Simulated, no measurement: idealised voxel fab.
Presented below is a process module, voxel self aligned vias.
The cross-section shown here is cut; it is 140 nm wide and divided into square cells measuring 5 nm on a side.
We lay out every cross-section as a grid of square cells and spell it out in bands from the top down, where one band means one or more rows of cells. It is stipulated that each band's entry specify, in nanometres, the height of the top of the band and then that of its bottom, followed by the materials of the band in left-to-right sequence, each together with its width in nanometres. A single material marked by the word "all across" is understood to fill the band from edge to edge; the word "empty" is understood to denote empty space. Zero point of the height axis is 0; under it, received wafer = one material. Lowest band: continues down indefinitely, "0 nm and below". A two-number width, for instance "30 to 40", indicates that the width is equal to the first number in the top row of the band and to the second number in the bottom row, and that it changes by a constant amount per row of cells. Basically "remained unchanged" means that step didn't change any cell in the cross-section. "Cavities, sealed": empty spaces of 8 cells or more with no open way to the top, each given as width x height at distance, distance from the left edge, all in nm. Note: text after step settings on the step line = simulator remark on that step. "overlay nm" denotes, for a step that has a mask, the displacement of the mask to the right of its planned place, with negative values corresponding to the left.
# These are the steps we planned for the process
1: RECEIVE,material Si
2: CONFORMAL_DEP,material SiO2,thk nm 15
3: CONFORMAL_DEP,material SiCN,thk nm 5
4: DIRECTIONAL_DEP,material SiO2,thk nm 30
5: DIRECTIONAL_DEP,material aC,thk nm 10
6: PATTERN,tone open,mask id LINES,material resist,width nm 25,pitch nm 60,thk nm 30,overlay nm 0
7: DIRECTIONAL_ETCH,etch materials aC,depth nm 10
8: STRIP,etch materials resist
9: DIRECTIONAL_ETCH,etch materials SiO2,depth nm 30
10: STRIP,etch materials aC
11: CONFORMAL_DEP,material TiN,thk nm 5
12: FILL_DEP,material W,thk nm 10
13: CMP,height nm 50
14: SELECTIVE_ETCH,etch materials W Ru TiN,depth nm 5
15: FILL_DEP,material SiN,thk nm 10
16: CMP,height nm 50
17: DIRECTIONAL_DEP,material SiO2,thk nm 20
18: DIRECTIONAL_DEP,material aC,thk nm 15
19: PATTERN,tone open,mask id VIAS,material resist,width nm 35,thk nm 35,overlay nm 0
20: DIRECTIONAL_ETCH,etch materials aC,depth nm 15
21: STRIP,etch materials resist
22: DIRECTIONAL_ETCH,etch materials SiO2,depth nm 20
23: DIRECTIONAL_ETCH,etch materials SiN,depth nm 5
24: STRIP,etch materials aC
25: CONFORMAL_DEP,material TiN,thk nm 5
26: FILL_DEP,material Ru,thk nm 10
27: CMP,height nm 70
28: CONFORMAL_DEP,material SiN,thk nm 5
# Cross-section of the wafer as it came to us, i.e., already through step 1
0 nm and below | Si all across
Cavities, sealed: none
# First of two wafers: cross-section at end of module, run per plan
75 nm to 70 nm | SiN all across
70 nm to 55 nm | SiO2 20, then TiN 5, then Ru 25, then TiN 5, then SiO2 85
55 nm to 50 nm | SiO2 20, then TiN 10, then Ru 15, then TiN 10, then SiO2 85
50 nm to 45 nm | SiO2 25, then TiN 25, then SiO2 35, then SiN 25, then SiO2 30
45 nm to 25 nm | SiO2 25, then TiN 5, then W 15, then TiN 5, then SiO2 35, then TiN 5, then W 15, then TiN 5, then SiO2 30
25 nm to 20 nm | SiO2 25, then TiN 25, then SiO2 35, then TiN 25, then SiO2 30
20 nm to 15 nm | SiCN all across
15 nm to 0 nm | SiO2 all across
0 nm and below | Si all across
Cavities, sealed: none
# Second wafer of the two, sectioned at the end of the module. It began like the first and followed the same plan, but one mistake was made while running it
75 nm to 70 nm | SiN all across
70 nm to 55 nm | SiO2 15, then TiN 5, then Ru 25, then TiN 5, then SiO2 90
55 nm to 50 nm | SiO2 15, then TiN 15, then Ru 15, then TiN 5, then SiO2 90
50 nm to 45 nm | SiO2 25, then TiN 25, then SiO2 35, then SiN 25, then SiO2 30
45 nm to 25 nm | SiO2 25, then TiN 5, then W 15, then TiN 5, then SiO2 35, then TiN 5, then W 15, then TiN 5, then SiO2 30
25 nm to 20 nm | SiO2 25, then TiN 25, then SiO2 35, then TiN 25, then SiO2 30
20 nm to 15 nm | SiCN all across
15 nm to 0 nm | SiO2 all across
0 nm and below | Si all across
Cavities, sealed: none
Deviation from plan: the process deviated at step 19: the operation and settings actually run there were PATTERN,tone open,mask id VIAS,material resist,width nm 35,thk nm 35,overlay nm -5
End check, second vs first wafer: material counts in cells match, positions do not.
